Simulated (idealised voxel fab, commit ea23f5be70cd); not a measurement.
process module | voxel wiring stack
cross-section cut | 250 nm wide | cells 5 nm
A cross-section is a grid of square cells, given in bands from the top down. A band is one or more rows of cells.
Each band's line starts with the height of the band's top and of its bottom, in nm. Then come its materials from left to right, each with its width in nm. One material with "throughout" fills the band from edge to edge. "air" is empty space.
Height 0 is the level under which the wafer as received is all one material. The lowest band goes on downwards, as in "0 down".
A width such as "30 to 40" changes by the same amount from each row of cells to the next, from the band's top row to its bottom row.
"no change" after a step means that no cell of the cross-section changed.
closed voids: empty space of 8 cells or more with no open way to the top, each as width x height at its distance from the left edge, in nm
after a step's settings: what the simulator itself notes on the step
overlay nm, on a step with a mask: how far to the right of its planned place the mask lay; to the left if negative
plan
1 op RECEIVE | material Si
2 op CONFORMAL_DEP | material SiO2 | thk nm 10
3 op DIRECTIONAL_DEP | material TiN | thk nm 5
4 op DIRECTIONAL_DEP | material Ru | thk nm 20
5 op DIRECTIONAL_DEP | material aC | thk nm 15
6 op PATTERN | tone cover | mask id METAL_1 | material resist | width nm 30 | pitch nm 55 | thk nm 30 | overlay nm 0
7 op DIRECTIONAL_ETCH | etch materials aC | depth nm 15
8 op STRIP | etch materials resist
9 op DIRECTIONAL_ETCH | etch materials Ru | depth nm 20
10 op DIRECTIONAL_ETCH | etch materials TiN | depth nm 5
11 op STRIP | etch materials aC
12 op FILL_DEP | material SiO2 | thk nm 5
13 op CMP | height nm 35
14 op CONFORMAL_DEP | material SiCN | thk nm 5
15 op DIRECTIONAL_DEP | material SiO2 | thk nm 10
16 op PATTERN | tone open | mask id PLUG_1 | material resist | width nm 15 | pitch nm 55 | thk nm 15 | overlay nm 0
17 op DIRECTIONAL_ETCH | etch materials SiO2 | depth nm 10
18 op DIRECTIONAL_ETCH | etch materials SiCN | depth nm 5
19 op STRIP | etch materials resist
20 op CONFORMAL_DEP | material TiN | thk nm 5
21 op FILL_DEP | material W | thk nm 10
22 op CMP | height nm 50
23 op DIRECTIONAL_DEP | material TiN | thk nm 5
24 op DIRECTIONAL_DEP | material W | thk nm 20
25 op PATTERN | tone cover | mask id METAL_2 | material resist | width nm 30 | pitch nm 55 | thk nm 15 | overlay nm 0
26 op DIRECTIONAL_ETCH | etch materials W | depth nm 20
27 op DIRECTIONAL_ETCH | etch materials TiN | depth nm 5
28 op STRIP | etch materials resist
29 op CONFORMAL_DEP | material SiCN | thk nm 5
30 op FILL_DEP | material SiO2 | thk nm 10
31 op CMP | height nm 75
32 op CONFORMAL_DEP | material SiCN | thk nm 5
33 op DIRECTIONAL_DEP | material SiO2 | thk nm 30
34 op DIRECTIONAL_DEP | material aC | thk nm 10
35 op PATTERN | tone open | mask id METAL_3 | material resist | width nm 30 | pitch nm 55 | thk nm 25 | overlay nm 0
36 op DIRECTIONAL_ETCH | etch materials aC | depth nm 10
37 op STRIP | etch materials resist
38 op DIRECTIONAL_ETCH | etch materials SiO2 | depth nm 15
39 op STRIP | etch materials aC
40 op PATTERN | tone open | mask id METAL_3_HOLES | material resist | width nm 15 | pitch nm 55 | thk nm 15 | overlay nm 0
41 op DIRECTIONAL_ETCH | etch materials SiO2 | depth nm 15
42 op DIRECTIONAL_ETCH | etch materials SiCN | depth nm 5
43 op STRIP | etch materials resist
44 op CONFORMAL_DEP | material TiN | thk nm 5
45 op FILL_DEP | material Cu | thk nm 10
46 op CMP | height nm 110
47 op CONFORMAL_DEP | material SiCN | thk nm 5
as received, after step 1
  0 down: Si throughout
  closed voids: none
a wafer at the end: this start, this plan, one mistake
  115 to 110: SiCN throughout
  110 to 100: SiO2 55 | TiN 5 | Cu 20 | TiN 5 | SiO2 25 | TiN 5 | Cu 20 | TiN 5 | SiO2 25 | TiN 5 | Cu 20 | TiN 5 | SiO2 55
  100 to 95: SiO2 55 | TiN 5 | Cu 5 | TiN 20 | SiO2 25 | TiN 5 | Cu 5 | TiN 20 | SiO2 25 | TiN 5 | Cu 5 | TiN 20 | SiO2 55
  95 to 85: SiO2 55 | TiN 5 | Cu 5 | TiN 5 | SiO2 40 | TiN 5 | Cu 5 | TiN 5 | SiO2 40 | TiN 5 | Cu 5 | TiN 5 | SiO2 70
  85 to 80: SiO2 55 | TiN 15 | SiO2 40 | TiN 15 | SiO2 40 | TiN 15 | SiO2 70
  80 to 75: W throughout
  75 to 55: SiO2 50 | SiCN 5 | W 30 | SiCN 5 | SiO2 15 | SiCN 5 | W 30 | SiCN 5 | SiO2 15 | SiCN 5 | W 30 | SiCN 5 | SiO2 50
  55 to 50: SiCN 55 | TiN 30 | SiCN 25 | TiN 30 | SiCN 25 | TiN 30 | SiCN 55
  50 to 40: SiO2 55 | TiN 5 | W 5 | TiN 5 | SiO2 40 | TiN 5 | W 5 | TiN 5 | SiO2 40 | TiN 5 | W 5 | TiN 5 | SiO2 70
  40 to 35: SiCN 55 | TiN 15 | SiCN 40 | TiN 15 | SiCN 40 | TiN 15 | SiCN 70
  35 to 15: SiO2 55 | Ru 30 | SiO2 25 | Ru 30 | SiO2 25 | Ru 30 | SiO2 55
  15 to 10: SiO2 55 | TiN 30 | SiO2 25 | TiN 30 | SiO2 25 | TiN 30 | SiO2 55
  10 to 0: SiO2 throughout
  0 down: Si throughout
  closed voids: none
what went wrong: step 32 ran as: op CONFORMAL_DEP | material W | thk nm 5
